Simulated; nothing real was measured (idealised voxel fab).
process module | voxel fin reveal
cross-section cut | 285 nm wide | cells 5 nm
A cross-section is a grid of square cells, given in bands from the top down. A band is one or more rows of cells.
Each band's line starts with the height of the band's top and of its bottom, in nm. Then come its materials from left to right, each with its width in nm. One material with "throughout" fills the band from edge to edge. "air" is empty space.
Height 0 is the level under which the wafer as received is all one material. The lowest band goes on downwards, as in "0 down".
A width such as "30 to 40" changes by the same amount from each row of cells to the next, from the band's top row to its bottom row.
"no change" after a step means that no cell of the cross-section changed.
closed voids: empty space of 8 cells or more with no open way to the top, each as width x height at its distance from the left edge, in nm
after a step's settings: what the simulator itself notes on the step
overlay nm, on a step with a mask: how far to the right of its planned place the mask lay; to the left if negative
plan
1 op RECEIVE | material Si
2 op CONFORMAL_DEP | material SiN | thk nm 10
3 op MASKED_ETCH | tone cover | mask id FINS | width nm 15 | pitch nm 35 | etch materials SiN | depth nm 10 | overlay nm 0
4 op MASKED_ETCH | tone cover | mask id FINS | width nm 15 | pitch nm 35 | etch materials Si | depth nm 30 | overlay nm -15
5 op OXIDIZE | depth nm 5
6 op FILL_DEP | material SiO2 | thk nm 15
7 op CMP | height nm 10
8 op SELECTIVE_ETCH | etch materials SiO2 | depth nm 20
9 op STRIP | etch materials SiN
10 op CONFORMAL_DEP | material SiO2 | thk nm 5
varied across the wafers: overlay nm of step 4. The plan shows the first wafer's value. All wafers start alike
first wafer as received, after step 1
  0 down: Si throughout
  closed voids: none
first wafer at the end, after step 10
  5 to 0: air 80 | SiO2 15 | air 20 | SiO2 15 | air 20 | SiO2 15 | air 20 | SiO2 15 | air 85
  0 to -5: air 65 | SiO2 20 | Si 5 | SiO2 5 | air 5 | SiO2 20 | Si 5 | SiO2 5 | air 5 | SiO2 20 | Si 5 | SiO2 5 | air 5 | SiO2 20 | Si 5 | SiO2 5 | air 85
  -5 to -35: SiO2 70 | Si 20 | SiO2 15 | Si 20 | SiO2 15 | Si 20 | SiO2 15 | Si 20 | SiO2 90
  -35 down: Si throughout
  closed voids: none
last wafer at the end
  5 to 0: air 80 | SiO2 15 | air 20 | SiO2 15 | air 20 | SiO2 15 | air 20 | SiO2 15 | air 85
  0 to -5: air 80 | SiO2 5 | Si 5 | SiO2 20 | air 5 | SiO2 5 | Si 5 | SiO2 20 | air 5 | SiO2 5 | Si 5 | SiO2 20 | air 5 | SiO2 5 | Si 5 | SiO2 20 | air 70
  -5 to -35: SiO2 85 | Si 20 | SiO2 15 | Si 20 | SiO2 15 | Si 20 | SiO2 15 | Si 20 | SiO2 75
  -35 down: Si throughout
  closed voids: none
each wafer at the end: cells of each material gained (+) or lost (-) since it was received, then its closed voids
overlay nm -15 | -299 Si | +278 SiO2 | closed voids: none
overlay nm -10 | -323 Si | +298 SiO2 | closed voids: none
overlay nm -5 | -347 Si | +318 SiO2 | closed voids: none
overlay nm 0 | -371 Si | +338 SiO2 | closed voids: none
overlay nm 5 | -347 Si | +318 SiO2 | closed voids: none
overlay nm 10 | -323 Si | +298 SiO2 | closed voids: none
overlay nm 15 | -299 Si | +278 SiO2 | closed voids: none
